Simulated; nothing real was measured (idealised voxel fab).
Proc. module: voxel plated lines
Cross-section cut: width 185 nm, square cells of 5 nm.
Each cross-section below is a grid of square cells, stated as bands in top-down order, with one or more rows of cells making up each band.
Basically the band line says how high the top is and how high the bottom is, in nm, and then what's in it from left to right, every material with its width in nm. Empty space shows up as "blank", and if a single material carries "full width" it runs the full band edge to edge.
Height is counted from the level 0, under which the received wafer is composed throughout of one material. The lowest of the bands is not closed at the bottom but continues downward, in the notation "top 0, no bottom".
The width entry "30..40" should be interpreted row by row: the top row of cells in the band takes the first number, the bottom row takes the second number, and the change between adjacent rows is uniform throughout.
Where the words "identical to before" appear for a step, the cross-section shows no cell changed by that step; every cell remained as before.
Closed empty spaces (no open way to the top) of 8 cells or more are what "Sealed void inventory" lists, each as width x height at distance from the left edge, nm for all three.
What comes after the settings on a step's line is commentary from the simulator itself on that step.
When a step includes a mask, the "overlay nm" setting on its line states how far to the right of its planned place that mask lay, and negative values state how far to the left.

Planned step list for the process
1 op RECEIVE | material Si
2 op CONFORMAL_DEP | material SiO2 | thk nm 10
3 op DIRECTIONAL_DEP | material TiN | thk nm 5
4 op PATTERN | tone open | mask id LINES | material resist | width nm 15 | pitch nm 35 | thk nm 30 | overlay nm 0
5 op EPI | material Ru | thk nm 10
6 op EPI | material Ru | thk nm 10
7 op STRIP | etch materials resist
8 op DIRECTIONAL_ETCH | etch materials TiN | depth nm 5
9 op CONFORMAL_DEP | material SiO2 | thk nm 5

First of two wafers - as planned

Cross-section of the incoming wafer, state after step 1
top 0, no bottom | Si full width
Sealed void inventory: none

Cross-section: wafer state after step 2
top 10, bottom 0 | SiO2 full width
Heights below 0 show no change.

Cross-section: wafer state after step 3
top 15, bottom 10 | TiN full width
Heights below 10 show no change.

Cross-section: wafer state after step 4
top 45, bottom 15 | resist 30 nm, then blank 15 nm, then resist 20 nm, then blank 15 nm, then resist 20 nm, then blank 15 nm, then resist 20 nm, then blank 15 nm, then resist 35 nm
Heights below 15 show no change.

Cross-section: wafer state after step 5
top 45, bottom 25 | resist 30 nm, then blank 15 nm, then resist 20 nm, then blank 15 nm, then resist 20 nm, then blank 15 nm, then resist 20 nm, then blank 15 nm, then resist 35 nm
top 25, bottom 15 | resist 30 nm, then Ru 15 nm, then resist 20 nm, then Ru 15 nm, then resist 20 nm, then Ru 15 nm, then resist 20 nm, then Ru 15 nm, then resist 35 nm
Heights below 15 show no change.

Cross-section: wafer state after step 6
top 45, bottom 35 | resist 30 nm, then blank 15 nm, then resist 20 nm, then blank 15 nm, then resist 20 nm, then blank 15 nm, then resist 20 nm, then blank 15 nm, then resist 35 nm
top 35, bottom 15 | resist 30 nm, then Ru 15 nm, then resist 20 nm, then Ru 15 nm, then resist 20 nm, then Ru 15 nm, then resist 20 nm, then Ru 15 nm, then resist 35 nm
Heights below 15 show no change.

Cross-section: wafer state after step 7
top 35, bottom 15 | blank 30 nm, then Ru 15 nm, then blank 20 nm, then Ru 15 nm, then blank 20 nm, then Ru 15 nm, then blank 20 nm, then Ru 15 nm, then blank 35 nm
Heights below 15 show no change.

Cross-section: wafer state after step 8
top 35, bottom 15 | blank 30 nm, then Ru 15 nm, then blank 20 nm, then Ru 15 nm, then blank 20 nm, then Ru 15 nm, then blank 20 nm, then Ru 15 nm, then blank 35 nm
top 15, bottom 10 | blank 30 nm, then TiN 15 nm, then blank 20 nm, then TiN 15 nm, then blank 20 nm, then TiN 15 nm, then blank 20 nm, then TiN 15 nm, then blank 35 nm
Heights below 10 show no change.

Cross-section: wafer state after step 9
top 40, bottom 35 | blank 25 nm, then SiO2 25 nm, then blank 10 nm, then SiO2 25 nm, then blank 10 nm, then SiO2 25 nm, then blank 10 nm, then SiO2 25 nm, then blank 30 nm
top 35, bottom 15 | blank 25 nm, then SiO2 5 nm, then Ru 15 nm, then SiO2 5 nm, then blank 10 nm, then SiO2 5 nm, then Ru 15 nm, then SiO2 5 nm, then blank 10 nm, then SiO2 5 nm, then Ru 15 nm, then SiO2 5 nm, then blank 10 nm, then SiO2 5 nm, then Ru 15 nm, then SiO2 5 nm, then blank 30 nm
top 15, bottom 10 | SiO2 30 nm, then TiN 15 nm, then SiO2 20 nm, then TiN 15 nm, then SiO2 20 nm, then TiN 15 nm, then SiO2 20 nm, then TiN 15 nm, then SiO2 35 nm
Heights below 10 show no change.

Now the other wafer: same start, same recipe, but we messed up one thing when running it. Up to and including step 3 it's the same as the first one

What the second wafer looks like in cross-section when step 4 should have wrapped up
top 45, bottom 15 | resist 20 nm, then blank 15 nm, then resist 20 nm, then blank 15 nm, then resist 20 nm, then blank 15 nm, then resist 20 nm, then blank 15 nm, then resist 45 nm
Heights below 15 show no change.

What the second wafer looks like in cross-section when step 5 should have wrapped up
top 45, bottom 25 | resist 20 nm, then blank 15 nm, then resist 20 nm, then blank 15 nm, then resist 20 nm, then blank 15 nm, then resist 20 nm, then blank 15 nm, then resist 45 nm
top 25, bottom 15 | resist 20 nm, then Ru 15 nm, then resist 20 nm, then Ru 15 nm, then resist 20 nm, then Ru 15 nm, then resist 20 nm, then Ru 15 nm, then resist 45 nm
Heights below 15 show no change.

What the second wafer looks like in cross-section when step 6 should have wrapped up
top 45, bottom 35 | resist 20 nm, then blank 15 nm, then resist 20 nm, then blank 15 nm, then resist 20 nm, then blank 15 nm, then resist 20 nm, then blank 15 nm, then resist 45 nm
top 35, bottom 15 | resist 20 nm, then Ru 15 nm, then resist 20 nm, then Ru 15 nm, then resist 20 nm, then Ru 15 nm, then resist 20 nm, then Ru 15 nm, then resist 45 nm
Heights below 15 show no change.

What the second wafer looks like in cross-section when step 7 should have wrapped up
top 35, bottom 15 | blank 20 nm, then Ru 15 nm, then blank 20 nm, then Ru 15 nm, then blank 20 nm, then Ru 15 nm, then blank 20 nm, then Ru 15 nm, then blank 45 nm
Heights below 15 show no change.

What the second wafer looks like in cross-section when step 8 should have wrapped up
top 35, bottom 15 | blank 20 nm, then Ru 15 nm, then blank 20 nm, then Ru 15 nm, then blank 20 nm, then Ru 15 nm, then blank 20 nm, then Ru 15 nm, then blank 45 nm
top 15, bottom 10 | blank 20 nm, then TiN 15 nm, then blank 20 nm, then TiN 15 nm, then blank 20 nm, then TiN 15 nm, then blank 20 nm, then TiN 15 nm, then blank 45 nm
Heights below 10 show no change.

What the second wafer looks like in cross-section when step 9 should have wrapped up
top 40, bottom 35 | blank 15 nm, then SiO2 25 nm, then blank 10 nm, then SiO2 25 nm, then blank 10 nm, then SiO2 25 nm, then blank 10 nm, then SiO2 25 nm, then blank 40 nm
top 35, bottom 15 | blank 15 nm, then SiO2 5 nm, then Ru 15 nm, then SiO2 5 nm, then blank 10 nm, then SiO2 5 nm, then Ru 15 nm, then SiO2 5 nm, then blank 10 nm, then SiO2 5 nm, then Ru 15 nm, then SiO2 5 nm, then blank 10 nm, then SiO2 5 nm, then Ru 15 nm, then SiO2 5 nm, then blank 40 nm
top 15, bottom 10 | SiO2 20 nm, then TiN 15 nm, then SiO2 20 nm, then TiN 15 nm, then SiO2 20 nm, then TiN 15 nm, then SiO2 20 nm, then TiN 15 nm, then SiO2 45 nm
Heights below 10 show no change.
It is concluded that the wafer was processed incorrectly with respect to the plan, in that note that step 4 departed from the planned setting and was carried out as op PATTERN | tone open | mask id LINES | material resist | width nm 15 | pitch nm 35 | thk nm 30 | overlay nm -10
at the end the second wafer has, in cells: as many of each material as the first, in other places
